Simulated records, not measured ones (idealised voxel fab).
Process module heading - voxel wiring stack
cross-section cut | 185 nm wide | cells 5 nm
Reading order for cross-sections: top band down to bottom band. Underlying form: a grid of square cells. Band size: one or more rows of cells. Per band: top height and bottom height in nm, followed by the left-to-right materials and their widths in nm; "throughout" marks a single material spanning edge to edge, "empty" marks empty space. Zero point of the height axis is 0; under it, received wafer = one material. Lowest band: continues down indefinitely, "0 -> down". Think of "30 to 40" as a width that walks from the first number to the second as you go down the band, top row to bottom row, taking equal-sized steps from row to row. For the purposes of this document, the phrase "nothing changed" attached to a step denotes that no cell within the cross-section was modified by that step. Heads up: "Catalogued sealed voids" only lists the empty pockets with no open path to the top that are 8 cells or more, and it writes them as width x height at distance, distance from the left edge, in nm. That trailing text on a step's line, after the settings, is the simulator's own remark on the step. Each step line may optionally specify "overlay nm", which for a step with a mask gives the rightward distance between the mask's planned place and where it lay, a negative value indicating the leftward direction. For the reader: what remains of this document is a series of pairs, each showing a cross-section before one process step and a cross-section after that step which reaches down only to the lowest band that changed, with the step between them and its settings set out under the pair. It should not be assumed that a pair continues from the pair above it; the pairs can come from different runs of this module on the same starting wafer, and such continuity exists only where the entry headed "Prior state" says so.

[Prior state]
  65 -> 60 = SiCN throughout
  60 -> 45 = SiO2 35, Ru 15, SiO2 30, Ru 15, SiO2 30, Ru 15, SiO2 45
  45 -> 40 = SiCN 35, Ru 15, SiCN 30, Ru 15, SiCN 30, Ru 15, SiCN 45
  40 -> 15 = SiO2 30, SiCN 5, Ru 20, SiCN 5, SiO2 15, SiCN 5, Ru 20, SiCN 5, SiO2 15, SiCN 5, Ru 20, SiCN 5, SiO2 35
  15 -> 10 = SiCN 35, TiN 20, SiCN 25, TiN 20, SiCN 25, TiN 20, SiCN 40
  10 -> 0 = SiO2 throughout
  0 -> down = Si throughout
  Catalogued sealed voids: none

[Post-Process View]
  85 -> 65 = Ru throughout
  Below 65 it's all the same as before, nothing changed down there.
  Catalogued sealed voids: none
The process step separating the two cross-sections depicted above is as follows: DIRECTIONAL_DEP, material Ru, thk nm 20

Prior state: The prior state of this step coincides with the post-step cross-section of the pair just above.

[Post-Process View]
  100 -> 85 = aC throughout
  Below 85 it's all the same as before, nothing changed down there.
  Catalogued sealed voids: none
The process step separating the two cross-sections depicted above is as follows: DIRECTIONAL_DEP, material aC, thk nm 15

Prior state: The prior state of this step coincides with the post-step cross-section of the pair just above.

[Post-Process View]
  130 -> 100 = empty 35, resist 20, empty 25, resist 20, empty 25, resist 20, empty 40
  Below 100 it's all the same as before, nothing changed down there.
  Catalogued sealed voids: none
The process step separating the two cross-sections depicted above is as follows: PATTERN, tone cover, mask id METAL_2, material resist, width nm 20, pitch nm 45, thk nm 30, overlay nm 0

Prior state: The prior state of this step coincides with the post-step cross-section of the pair just above.

[Post-Process View]
  115 -> 100 = empty 35, resist 20, empty 25, resist 20, empty 25, resist 20, empty 40
  100 -> 85 = empty 35, aC 20, empty 25, aC 20, empty 25, aC 20, empty 40
  Below 85 it's all the same as before, nothing changed down there.
  Catalogued sealed voids: none
The process step separating the two cross-sections depicted above is as follows: DIRECTIONAL_ETCH, etch materials aC, depth nm 15

Prior state: The prior state of this step coincides with the post-step cross-section of the pair just above.

[Post-Process View]
  100 -> 85 = empty 35, aC 20, empty 25, aC 20, empty 25, aC 20, empty 40
  Below 85 it's all the same as before, nothing changed down there.
  Catalogued sealed voids: none
The process step separating the two cross-sections depicted above is as follows: STRIP, etch materials resist

Prior state: The prior state of this step coincides with the post-step cross-section of the pair just above.

[Post-Process View]
  100 -> 85 = empty 35, aC 20, empty 25, aC 20, empty 25, aC 20, empty 40
  85 -> 65 = empty 35, Ru 20, empty 25, Ru 20, empty 25, Ru 20, empty 40
  Below 65 it's all the same as before, nothing changed down there.
  Catalogued sealed voids: none
The process step separating the two cross-sections depicted above is as follows: DIRECTIONAL_ETCH, etch materials Ru, depth nm 20

Prior state: The prior state of this step coincides with the post-step cross-section of the pair just above.

[Post-Process View]
  85 -> 65 = empty 35, Ru 20, empty 25, Ru 20, empty 25, Ru 20, empty 40
  Below 65 it's all the same as before, nothing changed down there.
  Catalogued sealed voids: none
The process step separating the two cross-sections depicted above is as follows: STRIP, etch materials aC

Prior state: The prior state of this step coincides with the post-step cross-section of the pair just above.

[Post-Process View]
  90 -> 85 = lowk throughout
  85 -> 65 = lowk 35, Ru 20, lowk 25, Ru 20, lowk 25, Ru 20, lowk 40
  Below 65 it's all the same as before, nothing changed down there.
  Catalogued sealed voids: none
The process step separating the two cross-sections depicted above is as follows: FILL_DEP, material lowk, thk nm 5

Prior state: The prior state of this step coincides with the post-step cross-section of the pair just above.

[Post-Process View]
  85 -> 65 = lowk 35, Ru 20, lowk 25, Ru 20, lowk 25, Ru 20, lowk 40
  Below 65 it's all the same as before, nothing changed down there.
  Catalogued sealed voids: none
The process step separating the two cross-sections depicted above is as follows: CMP, height nm 85

Prior state: The prior state of this step coincides with the post-step cross-section of the pair just above.

[Post-Process View]
  90 -> 85 = SiCN throughout
  Below 85 it's all the same as before, nothing changed down there.
  Catalogued sealed voids: none
The process step separating the two cross-sections depicted above is as follows: CONFORMAL_DEP, material SiCN, thk nm 5

[Prior state]
  100 -> 85 = aC throughout
  85 -> 65 = Ru throughout
  65 -> 60 = TiN throughout
  60 -> 45 = SiO2 35, Ru 15, SiO2 30, Ru 15, SiO2 30, Ru 15, SiO2 45
  45 -> 40 = SiCN 35, Ru 15, SiCN 30, Ru 15, SiCN 30, Ru 15, SiCN 45
  40 -> 15 = SiO2 30, SiCN 5, Ru 20, SiCN 5, SiO2 15, SiCN 5, Ru 20, SiCN 5, SiO2 15, SiCN 5, Ru 20, SiCN 5, SiO2 35
  15 -> 10 = SiCN 35, TiN 20, SiCN 25, TiN 20, SiCN 25, TiN 20, SiCN 40
  10 -> 0 = SiO2 throughout
  0 -> down = Si throughout
  Catalogued sealed voids: none

[Post-Process View]
  130 -> 100 = resist 35, empty 20, resist 25, empty 20, resist 25, empty 20, resist 40
  Below 100 it's all the same as before, nothing changed down there.
  Catalogued sealed voids: none
The process step separating the two cross-sections depicted above is as follows: PATTERN, tone open, mask id METAL_2, material resist, width nm 20, pitch nm 45, thk nm 30, overlay nm 0

Prior state: The prior state of this step coincides with the post-step cross-section of the pair just above.

[Post-Process View]
  115 -> 100 = resist 35, empty 20, resist 25, empty 20, resist 25, empty 20, resist 40
  100 -> 85 = aC 35, empty 20, aC 25, empty 20, aC 25, empty 20, aC 40
  Below 85 it's all the same as before, nothing changed down there.
  Catalogued sealed voids: none
The process step separating the two cross-sections depicted above is as follows: DIRECTIONAL_ETCH, etch materials aC, depth nm 15

Prior state: The prior state of this step coincides with the post-step cross-section of the pair just above.

[Post-Process View]
  100 -> 85 = aC 35, empty 20, aC 25, empty 20, aC 25, empty 20, aC 40
  Below 85 it's all the same as before, nothing changed down there.
  Catalogued sealed voids: none
The process step separating the two cross-sections depicted above is as follows: STRIP, etch materials resist

Prior state: The prior state of this step coincides with the post-step cross-section of the pair just above.

[Post-Process View]
  100 -> 85 = aC 35, empty 20, aC 25, empty 20, aC 25, empty 20, aC 40
  85 -> 65 = Ru 35, empty 20, Ru 25, empty 20, Ru 25, empty 20, Ru 40
  Below 65 it's all the same as before, nothing changed down there.
  Catalogued sealed voids: none
The process step separating the two cross-sections depicted above is as follows: DIRECTIONAL_ETCH, etch materials Ru, depth nm 20

Prior state: The prior state of this step coincides with the post-step cross-section of the pair just above.

[Post-Process View]
  100 -> 85 = aC 35, empty 20, aC 25, empty 20, aC 25, empty 20, aC 40
  85 -> 65 = Ru 35, empty 20, Ru 25, empty 20, Ru 25, empty 20, Ru 40
  65 -> 60 = TiN 35, empty 20, TiN 25, empty 20, TiN 25, empty 20, TiN 40
  Below 60 it's all the same as before, nothing changed down there.
  Catalogued sealed voids: none
The process step separating the two cross-sections depicted above is as follows: DIRECTIONAL_ETCH, etch materials TiN, depth nm 5

Prior state: The prior state of this step coincides with the post-step cross-section of the pair just above.

[Post-Process View]
  85 -> 65 = Ru 35, empty 20, Ru 25, empty 20, Ru 25, empty 20, Ru 40
  Below 65 it's all the same as before, nothing changed down there.
  Catalogued sealed voids: none
The process step separating the two cross-sections depicted above is as follows: STRIP, etch materials aC

Prior state: The prior state of this step coincides with the post-step cross-section of the pair just above.

[Post-Process View]
  90 -> 85 = lowk throughout
  85 -> 65 = Ru 35, lowk 20, Ru 25, lowk 20, Ru 25, lowk 20, Ru 40
  65 -> 60 = TiN 35, lowk 20, TiN 25, lowk 20, TiN 25, lowk 20, TiN 40
  Below 60 it's all the same as before, nothing changed down there.
  Catalogued sealed voids: none
The process step separating the two cross-sections depicted above is as follows: FILL_DEP, material lowk, thk nm 5

Prior state: The prior state of this step coincides with the post-step cross-section of the pair just above.

[Post-Process View]
  85 -> 65 = Ru 35, lowk 20, Ru 25, lowk 20, Ru 25, lowk 20, Ru 40
  Below 65 it's all the same as before, nothing changed down there.
  Catalogued sealed voids: none
The process step separating the two cross-sections depicted above is as follows: CMP, height nm 85

Prior state: The prior state of this step coincides with the post-step cross-section of the pair just above.

[Post-Process View]
  90 -> 85 = SiCN throughout
  Below 85 it's all the same as before, nothing changed down there.
  Catalogued sealed voids: none
The process step separating the two cross-sections depicted above is as follows: CONFORMAL_DEP, material SiCN, thk nm 5
